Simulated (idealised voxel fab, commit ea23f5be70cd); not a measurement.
process module | voxel wiring stack
cross-section cut | 165 nm wide | cells 5 nm
A cross-section is a grid of square cells, given in bands from the top down. A band is one or more rows of cells.
Each band's line starts with the height of the band's top and of its bottom, in nm. Then come its materials from left to right, each with its width in nm. One material with "throughout" fills the band from edge to edge. "air" is empty space.
Height 0 is the level under which the wafer as received is all one material. The lowest band goes on downwards, as in "0 down".
A width such as "30 to 40" changes by the same amount from each row of cells to the next, from the band's top row to its bottom row.
"no change" after a step means that no cell of the cross-section changed.
closed voids: empty space of 8 cells or more with no open way to the top, each as width x height at its distance from the left edge, in nm
after a step's settings: what the simulator itself notes on the step
overlay nm, on a step with a mask: how far to the right of its planned place the mask lay; to the left if negative
Each pair below shows a cross-section before one step and the cross-section after it, down to the lowest band that changed. The line under each pair gives the step between them, with its settings. The pairs can come from different runs of this module on the same starting wafer, so a pair continues from the pair above only where its "before" says so.
before
  125 to 95: air 45 | resist 25 | air 20 | resist 25 | air 50
  95 to 85: aC throughout
  85 to 65: W throughout
  65 to 60: TiN throughout
  60 to 45: SiO2 45 | TiN 5 | W 5 | TiN 5 | SiO2 105
  45 to 40: SiCN 45 | TiN 15 | SiCN 105
  40 to 15: SiO2 45 | Ru 30 | SiO2 15 | Ru 30 | SiO2 45
  15 to 10: SiO2 45 | TiN 30 | SiO2 15 | TiN 30 | SiO2 45
  10 to 0: SiO2 throughout
  0 down: Si throughout
  closed voids: none
after
  115 to 95: air 45 | resist 25 | air 20 | resist 25 | air 50
  95 to 85: air 45 | aC 25 | air 20 | aC 25 | air 50
  below 85: unchanged
  closed voids: none
the step between: op DIRECTIONAL_ETCH | etch materials aC | depth nm 10
before: the cross-section after the pair above
after
  95 to 85: air 45 | aC 25 | air 20 | aC 25 | air 50
  below 85: unchanged
  closed voids: none
the step between: op STRIP | etch materials resist
before: the cross-section after the pair above
after
  95 to 85: air 45 | aC 25 | air 20 | aC 25 | air 50
  85 to 65: air 45 | W 25 | air 20 | W 25 | air 50
  below 65: unchanged
  closed voids: none
the step between: op DIRECTIONAL_ETCH | etch materials W | depth nm 20
before: the cross-section after the pair above
after
  95 to 85: air 45 | aC 25 | air 20 | aC 25 | air 50
  85 to 65: air 45 | W 25 | air 20 | W 25 | air 50
  65 to 60: air 45 | TiN 25 | air 20 | TiN 25 | air 50
  below 60: unchanged
  closed voids: none
the step between: op DIRECTIONAL_ETCH | etch materials TiN | depth nm 5
before: the cross-section after the pair above
after
  85 to 65: air 45 | W 25 | air 20 | W 25 | air 50
  below 65: unchanged
  closed voids: none
the step between: op STRIP | etch materials aC
before: the cross-section after the pair above
after
  90 to 85: air 40 | SiCN 35 | air 10 | SiCN 35 | air 45
  85 to 65: air 40 | SiCN 5 | W 25 | SiCN 5 | air 10 | SiCN 5 | W 25 | SiCN 5 | air 45
  65 to 60: SiCN 45 | TiN 25 | SiCN 20 | TiN 25 | SiCN 50
  below 60: unchanged
  closed voids: none
the step between: op CONFORMAL_DEP | material SiCN | thk nm 5
before: the cross-section after the pair above
after
  95 to 90: SiO2 throughout
  90 to 85: SiO2 40 | SiCN 35 | SiO2 10 | SiCN 35 | SiO2 45
  85 to 65: SiO2 40 | SiCN 5 | W 25 | SiCN 5 | SiO2 10 | SiCN 5 | W 25 | SiCN 5 | SiO2 45
  below 65: unchanged
  closed voids: none
the step between: op FILL_DEP | material SiO2 | thk nm 5
before: the cross-section after the pair above
after
  85 to 65: SiO2 40 | SiCN 5 | W 25 | SiCN 5 | SiO2 10 | SiCN 5 | W 25 | SiCN 5 | SiO2 45
  below 65: unchanged
  closed voids: none
the step between: op CMP | height nm 85
before: the cross-section after the pair above
after
  90 to 85: SiCN throughout
  below 85: unchanged
  closed voids: none
the step between: op CONFORMAL_DEP | material SiCN | thk nm 5
before
  70 to 60: aC throughout
  60 to 45: SiO2 throughout
  45 to 40: SiCN throughout
  40 to 15: SiO2 45 | Ru 25 | SiO2 20 | Ru 25 | SiO2 50
  15 to 10: SiO2 45 | TiN 25 | SiO2 20 | TiN 25 | SiO2 50
  10 to 0: SiO2 throughout
  0 down: Si throughout
  closed voids: none
after
  100 to 70: resist 55 | air 15 | resist 95
  below 70: unchanged
  closed voids: none
the step between: op PATTERN | tone open | mask id PLUG_1 | material resist | width nm 15 | thk nm 30 | overlay nm 10
before: the cross-section after the pair above
after
  90 to 70: resist 55 | air 15 | resist 95
  70 to 60: aC 55 | air 15 | aC 95
  below 60: unchanged
  closed voids: none
the step between: op DIRECTIONAL_ETCH | etch materials aC | depth nm 10
before: the cross-section after the pair above
after
  70 to 60: aC 55 | air 15 | aC 95
  below 60: unchanged
  closed voids: none
the step between: op STRIP | etch materials resist
before: the cross-section after the pair above
after
  70 to 60: aC 55 | air 15 | aC 95
  60 to 45: SiO2 55 | air 15 | SiO2 95
  below 45: unchanged
  closed voids: none
the step between: op DIRECTIONAL_ETCH | etch materials SiO2 | depth nm 15
before: the cross-section after the pair above
after
  70 to 60: aC 55 | air 15 | aC 95
  60 to 45: SiO2 55 | air 15 | SiO2 95
  45 to 40: SiCN 55 | air 15 | SiCN 95
  below 40: unchanged
  closed voids: none
the step between: op DIRECTIONAL_ETCH | etch materials SiCN | depth nm 5
before: the cross-section after the pair above
after
  60 to 45: SiO2 55 | air 15 | SiO2 95
  below 45: unchanged
  closed voids: none
the step between: op STRIP | etch materials aC
before: the cross-section after the pair above
after
  65 to 60: TiN 60 | air 5 | TiN 100
  60 to 45: SiO2 55 | TiN 5 | air 5 | TiN 5 | SiO2 95
  45 to 40: SiCN 55 | TiN 15 | SiCN 95
  below 40: unchanged
  closed voids: none
the step between: op CONFORMAL_DEP | material TiN | thk nm 5
before: the cross-section after the pair above
after
  75 to 65: W throughout
  65 to 60: TiN 60 | W 5 | TiN 100
  60 to 45: SiO2 55 | TiN 5 | W 5 | TiN 5 | SiO2 95
  below 45: unchanged
  closed voids: none
the step between: op FILL_DEP | material W | thk nm 10
before: the cross-section after the pair above
after
  60 to 45: SiO2 55 | TiN 5 | W 5 | TiN 5 | SiO2 95
  below 45: unchanged
  closed voids: none
the step between: op CMP | height nm 60
before: the cross-section after the pair above
after
  65 to 60: TiN throughout
  below 60: unchanged
  closed voids: none
the step between: op DIRECTIONAL_DEP | material TiN | thk nm 5
before: the cross-section after the pair above
after
  85 to 65: W throughout
  below 65: unchanged
  closed voids: none
the step between: op DIRECTIONAL_DEP | material W | thk nm 20
before: the cross-section after the pair above
after
  95 to 85: aC throughout
  below 85: unchanged
  closed voids: none
the step between: op DIRECTIONAL_DEP | material aC | thk nm 10
before: the cross-section after the pair above
after
  125 to 95: air 45 | resist 25 | air 20 | resist 25 | air 50
  below 95: unchanged
  closed voids: none
the step between: op PATTERN | tone cover | mask id METAL_2 | material resist | width nm 25 | pitch nm 45 | thk nm 30 | overlay nm 0
before: the cross-section after the pair above
after
  115 to 95: air 45 | resist 25 | air 20 | resist 25 | air 50
  95 to 85: air 45 | aC 25 | air 20 | aC 25 | air 50
  below 85: unchanged
  closed voids: none
the step between: op DIRECTIONAL_ETCH | etch materials aC | depth nm 10
before: the cross-section after the pair above
after
  95 to 85: air 45 | aC 25 | air 20 | aC 25 | air 50
  below 85: unchanged
  closed voids: none
the step between: op STRIP | etch materials resist
before: the cross-section after the pair above
after
  95 to 85: air 45 | aC 25 | air 20 | aC 25 | air 50
  85 to 65: air 45 | W 25 | air 20 | W 25 | air 50
  below 65: unchanged
  closed voids: none
the step between: op DIRECTIONAL_ETCH | etch materials W | depth nm 20
before: the cross-section after the pair above
after
  95 to 85: air 45 | aC 25 | air 20 | aC 25 | air 50
  85 to 65: air 45 | W 25 | air 20 | W 25 | air 50
  65 to 60: air 45 | TiN 25 | air 20 | TiN 25 | air 50
  below 60: unchanged
  closed voids: none
the step between: op DIRECTIONAL_ETCH | etch materials TiN | depth nm 5
before: the cross-section after the pair above
after
  85 to 65: air 45 | W 25 | air 20 | W 25 | air 50
  below 65: unchanged
  closed voids: none
the step between: op STRIP | etch materials aC
before: the cross-section after the pair above
after
  90 to 85: air 40 | SiCN 35 | air 10 | SiCN 35 | air 45
  85 to 65: air 40 | SiCN 5 | W 25 | SiCN 5 | air 10 | SiCN 5 | W 25 | SiCN 5 | air 45
  65 to 60: SiCN 45 | TiN 25 | SiCN 20 | TiN 25 | SiCN 50
  below 60: unchanged
  closed voids: none
the step between: op CONFORMAL_DEP | material SiCN | thk nm 5
before: the cross-section after the pair above
after
  95 to 90: SiO2 throughout
  90 to 85: SiO2 40 | SiCN 35 | SiO2 10 | SiCN 35 | SiO2 45
  85 to 65: SiO2 40 | SiCN 5 | W 25 | SiCN 5 | SiO2 10 | SiCN 5 | W 25 | SiCN 5 | SiO2 45
  below 65: unchanged
  closed voids: none
the step between: op FILL_DEP | material SiO2 | thk nm 5
before: the cross-section after the pair above
after
  85 to 65: SiO2 40 | SiCN 5 | W 25 | SiCN 5 | SiO2 10 | SiCN 5 | W 25 | SiCN 5 | SiO2 45
  below 65: unchanged
  closed voids: none
the step between: op CMP | height nm 85
before: the cross-section after the pair above
after
  90 to 85: SiCN throughout
  below 85: unchanged
  closed voids: none
the step between: op CONFORMAL_DEP | material SiCN | thk nm 5
before
  40 to 15: SiO2 45 | Ru 25 | SiO2 20 | Ru 25 | SiO2 50
  15 to 10: SiO2 45 | TiN 25 | SiO2 20 | TiN 25 | SiO2 50
  10 to 0: SiO2 throughout
  0 down: Si throughout
  closed voids: none
after
  45 to 40: TiN throughout
  below 40: unchanged
  closed voids: none
the step between: op CONFORMAL_DEP | material TiN | thk nm 5
before: the cross-section after the pair above
after
  60 to 45: SiO2 throughout
  below 45: unchanged
  closed voids: none
the step between: op DIRECTIONAL_DEP | material SiO2 | thk nm 15
before: the cross-section after the pair above
after
  70 to 60: aC throughout
  below 60: unchanged
  closed voids: none
the step between: op DIRECTIONAL_DEP | material aC | thk nm 10
before: the cross-section after the pair above
after
  100 to 70: resist 45 | air 15 | resist 105
  below 70: unchanged
  closed voids: none
the step between: op PATTERN | tone open | mask id PLUG_1 | material resist | width nm 15 | thk nm 30 | overlay nm 0
before: the cross-section after the pair above
after
  90 to 70: resist 45 | air 15 | resist 105
  70 to 60: aC 45 | air 15 | aC 105
  below 60: unchanged
  closed voids: none
the step between: op DIRECTIONAL_ETCH | etch materials aC | depth nm 10
before: the cross-section after the pair above
after
  70 to 60: aC 45 | air 15 | aC 105
  below 60: unchanged
  closed voids: none
the step between: op STRIP | etch materials resist
before: the cross-section after the pair above
after
  70 to 60: aC 45 | air 15 | aC 105
  60 to 45: SiO2 45 | air 15 | SiO2 105
  below 45: unchanged
  closed voids: none
the step between: op DIRECTIONAL_ETCH | etch materials SiO2 | depth nm 15
before: the cross-section after the pair above
after
  60 to 45: SiO2 45 | air 15 | SiO2 105
  below 45: unchanged
  closed voids: none
the step between: op STRIP | etch materials aC
before: the cross-section after the pair above
after
  65 to 60: TiN 50 | air 5 | TiN 110
  60 to 50: SiO2 45 | TiN 5 | air 5 | TiN 5 | SiO2 105
  50 to 45: SiO2 45 | TiN 15 | SiO2 105
  below 45: unchanged
  closed voids: none
the step between: op CONFORMAL_DEP | material TiN | thk nm 5
before: the cross-section after the pair above
after
  75 to 65: W throughout
  65 to 60: TiN 50 | W 5 | TiN 110
  60 to 50: SiO2 45 | TiN 5 | W 5 | TiN 5 | SiO2 105
  below 50: unchanged
  closed voids: none
the step between: op FILL_DEP | material W | thk nm 10
before: the cross-section after the pair above
after
  60 to 50: SiO2 45 | TiN 5 | W 5 | TiN 5 | SiO2 105
  below 50: unchanged
  closed voids: none
the step between: op CMP | height nm 60
before: the cross-section after the pair above
after
  65 to 60: TiN throughout
  below 60: unchanged
  closed voids: none
the step between: op DIRECTIONAL_DEP | material TiN | thk nm 5
before: the cross-section after the pair above
after
  85 to 65: W throughout
  below 65: unchanged
  closed voids: none
the step between: op DIRECTIONAL_DEP | material W | thk nm 20
before: the cross-section after the pair above
after
  95 to 85: aC throughout
  below 85: unchanged
  closed voids: none
the step between: op DIRECTIONAL_DEP | material aC | thk nm 10
before: the cross-section after the pair above
after
  125 to 95: air 45 | resist 25 | air 20 | resist 25 | air 50
  below 95: unchanged
  closed voids: none
the step between: op PATTERN | tone cover | mask id METAL_2 | material resist | width nm 25 | pitch nm 45 | thk nm 30 | overlay nm 0
before: the cross-section after the pair above
after
  115 to 95: air 45 | resist 25 | air 20 | resist 25 | air 50
  95 to 85: air 45 | aC 25 | air 20 | aC 25 | air 50
  below 85: unchanged
  closed voids: none
the step between: op DIRECTIONAL_ETCH | etch materials aC | depth nm 10
before: the cross-section after the pair above
after
  95 to 85: air 45 | aC 25 | air 20 | aC 25 | air 50
  below 85: unchanged
  closed voids: none
the step between: op STRIP | etch materials resist
before: the cross-section after the pair above
after
  95 to 85: air 45 | aC 25 | air 20 | aC 25 | air 50
  85 to 65: air 45 | W 25 | air 20 | W 25 | air 50
  below 65: unchanged
  closed voids: none
the step between: op DIRECTIONAL_ETCH | etch materials W | depth nm 20
before: the cross-section after the pair above
after
  95 to 85: air 45 | aC 25 | air 20 | aC 25 | air 50
  85 to 65: air 45 | W 25 | air 20 | W 25 | air 50
  65 to 60: air 45 | TiN 25 | air 20 | TiN 25 | air 50
  below 60: unchanged
  closed voids: none
the step between: op DIRECTIONAL_ETCH | etch materials TiN | depth nm 5
before: the cross-section after the pair above
after
  85 to 65: air 45 | W 25 | air 20 | W 25 | air 50
  below 65: unchanged
  closed voids: none
the step between: op STRIP | etch materials aC
before: the cross-section after the pair above
after
  90 to 85: air 40 | SiCN 35 | air 10 | SiCN 35 | air 45
  85 to 65: air 40 | SiCN 5 | W 25 | SiCN 5 | air 10 | SiCN 5 | W 25 | SiCN 5 | air 45
  65 to 60: SiCN 45 | TiN 25 | SiCN 20 | TiN 25 | SiCN 50
  below 60: unchanged
  closed voids: none
the step between: op CONFORMAL_DEP | material SiCN | thk nm 5
before: the cross-section after the pair above
after
  95 to 90: SiO2 throughout
  90 to 85: SiO2 40 | SiCN 35 | SiO2 10 | SiCN 35 | SiO2 45
  85 to 65: SiO2 40 | SiCN 5 | W 25 | SiCN 5 | SiO2 10 | SiCN 5 | W 25 | SiCN 5 | SiO2 45
  below 65: unchanged
  closed voids: none
the step between: op FILL_DEP | material SiO2 | thk nm 5
before: the cross-section after the pair above
after
  85 to 65: SiO2 40 | SiCN 5 | W 25 | SiCN 5 | SiO2 10 | SiCN 5 | W 25 | SiCN 5 | SiO2 45
  below 65: unchanged
  closed voids: none
the step between: op CMP | height nm 85
before: the cross-section after the pair above
after
  90 to 85: SiCN throughout
  below 85: unchanged
  closed voids: none
the step between: op CONFORMAL_DEP | material SiCN | thk nm 5
before
  95 to 85: aC throughout
  85 to 65: W throughout
  65 to 60: TiN throughout
  60 to 45: SiO2 45 | TiN 5 | W 5 | TiN 5 | SiO2 105
  45 to 40: SiCN 45 | TiN 15 | SiCN 105
  40 to 15: SiO2 45 | Ru 25 | SiO2 20 | Ru 25 | SiO2 50
  15 to 10: SiO2 45 | TiN 25 | SiO2 20 | TiN 25 | SiO2 50
  10 to 0: SiO2 throughout
  0 down: Si throughout
  closed voids: none
after
  125 to 95: resist 45 | air 25 | resist 20 | air 25 | resist 50
  below 95: unchanged
  closed voids: none
the step between: op PATTERN | tone open | mask id METAL_2 | material resist | width nm 25 | pitch nm 45 | thk nm 30 | overlay nm 0
before: the cross-section after the pair above
after
  115 to 95: resist 45 | air 25 | resist 20 | air 25 | resist 50
  95 to 85: aC 45 | air 25 | aC 20 | air 25 | aC 50
  below 85: unchanged
  closed voids: none
the step between: op DIRECTIONAL_ETCH | etch materials aC | depth nm 10
before: the cross-section after the pair above
after
  95 to 85: aC 45 | air 25 | aC 20 | air 25 | aC 50
  below 85: unchanged
  closed voids: none
the step between: op STRIP | etch materials resist
before: the cross-section after the pair above
after
  95 to 85: aC 45 | air 25 | aC 20 | air 25 | aC 50
  85 to 65: W 45 | air 25 | W 20 | air 25 | W 50
  below 65: unchanged
  closed voids: none
the step between: op DIRECTIONAL_ETCH | etch materials W | depth nm 20
before: the cross-section after the pair above
after
  95 to 85: aC 45 | air 25 | aC 20 | air 25 | aC 50
  85 to 65: W 45 | air 25 | W 20 | air 25 | W 50
  65 to 60: TiN 45 | air 25 | TiN 20 | air 25 | TiN 50
  below 60: unchanged
  closed voids: none
the step between: op DIRECTIONAL_ETCH | etch materials TiN | depth nm 5
before: the cross-section after the pair above
after
  85 to 65: W 45 | air 25 | W 20 | air 25 | W 50
  below 65: unchanged
  closed voids: none
the step between: op STRIP | etch materials aC
before: the cross-section after the pair above
after
  90 to 85: SiCN 50 | air 15 | SiCN 30 | air 15 | SiCN 55
  85 to 65: W 45 | SiCN 5 | air 15 | SiCN 5 | W 20 | SiCN 5 | air 15 | SiCN 5 | W 50
  65 to 60: TiN 45 | SiCN 25 | TiN 20 | SiCN 25 | TiN 50
  below 60: unchanged
  closed voids: none
the step between: op CONFORMAL_DEP | material SiCN | thk nm 5
before: the cross-section after the pair above
after
  95 to 90: SiO2 throughout
  90 to 85: SiCN 50 | SiO2 15 | SiCN 30 | SiO2 15 | SiCN 55
  85 to 65: W 45 | SiCN 5 | SiO2 15 | SiCN 5 | W 20 | SiCN 5 | SiO2 15 | SiCN 5 | W 50
  below 65: unchanged
  closed voids: none
the step between: op FILL_DEP | material SiO2 | thk nm 5
before: the cross-section after the pair above
after
  85 to 65: W 45 | SiCN 5 | SiO2 15 | SiCN 5 | W 20 | SiCN 5 | SiO2 15 | SiCN 5 | W 50
  below 65: unchanged
  closed voids: none
the step between: op CMP | height nm 85
before: the cross-section after the pair above
after
  90 to 85: SiCN throughout
  below 85: unchanged
  closed voids: none
the step between: op CONFORMAL_DEP | material SiCN | thk nm 5
